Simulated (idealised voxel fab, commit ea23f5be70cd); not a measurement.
process module | voxel released beams
cross-section cut | 290 nm wide | cells 5 nm
A cross-section is a grid of square cells, given in bands from the top down. A band is one or more rows of cells.
Each band's line starts with the height of the band's top and of its bottom, in nm. Then come its materials from left to right, each with its width in nm. One material with "throughout" fills the band from edge to edge. "air" is empty space.
Height 0 is the level under which the wafer as received is all one material. The lowest band goes on downwards, as in "0 down".
A width such as "30 to 40" changes by the same amount from each row of cells to the next, from the band's top row to its bottom row.
"no change" after a step means that no cell of the cross-section changed.
closed voids: empty space of 8 cells or more with no open way to the top, each as width x height at its distance from the left edge, in nm
after a step's settings: what the simulator itself notes on the step
overlay nm, on a step with a mask: how far to the right of its planned place the mask lay; to the left if negative
plan
1 op RECEIVE | material Si
2 op CONFORMAL_DEP | material Al2O3 | thk nm 5
3 op DIRECTIONAL_DEP | material SiO2 | thk nm 15
4 op PATTERN | tone open | mask id ANCHOR | material resist | width nm 25 | thk nm 15 | overlay nm -15
5 op DIRECTIONAL_ETCH | etch materials SiO2 | depth nm 15
6 op STRIP | etch materials resist
7 op CONFORMAL_DEP | material polySi | thk nm 10
8 op MASKED_ETCH | tone cover | mask id BEAM | width nm 95 | etch materials polySi | depth nm 10 | overlay nm 0
9 op STRIP | etch materials SiO2
varied across the wafers: overlay nm of step 4. The plan shows the first wafer's value. All wafers start alike
first wafer as received, after step 1
  0 down: Si throughout
  closed voids: none
first wafer at the end, after step 9
  30 to 20: air 100 | polySi 90 | air 100
  20 to 15: air 85 | polySi 10 | air 5 | polySi 10 | air 180
  15 to 5: air 85 | polySi 25 | air 180
  5 to 0: Al2O3 throughout
  0 down: Si throughout
  closed voids: none
last wafer at the end
  30 to 20: air 95 | polySi 30 | air 5 | polySi 60 | air 100
  20 to 15: air 115 | polySi 10 | air 5 | polySi 10 | air 150
  15 to 5: air 115 | polySi 25 | air 150
  5 to 0: Al2O3 throughout
  0 down: Si throughout
  closed voids: none
each wafer at the end: cells of each material gained (+) or lost (-) since it was received, then its closed voids
overlay nm -15 | +58 Al2O3 | +50 polySi | closed voids: none
overlay nm -10 | +58 Al2O3 | +50 polySi | closed voids: none
overlay nm -5 | +58 Al2O3 | +50 polySi | closed voids: none
overlay nm 0 | +58 Al2O3 | +50 polySi | closed voids: none
overlay nm 5 | +58 Al2O3 | +50 polySi | closed voids: none
overlay nm 10 | +58 Al2O3 | +50 polySi | closed voids: none
overlay nm 15 | +58 Al2O3 | +50 polySi | closed voids: none
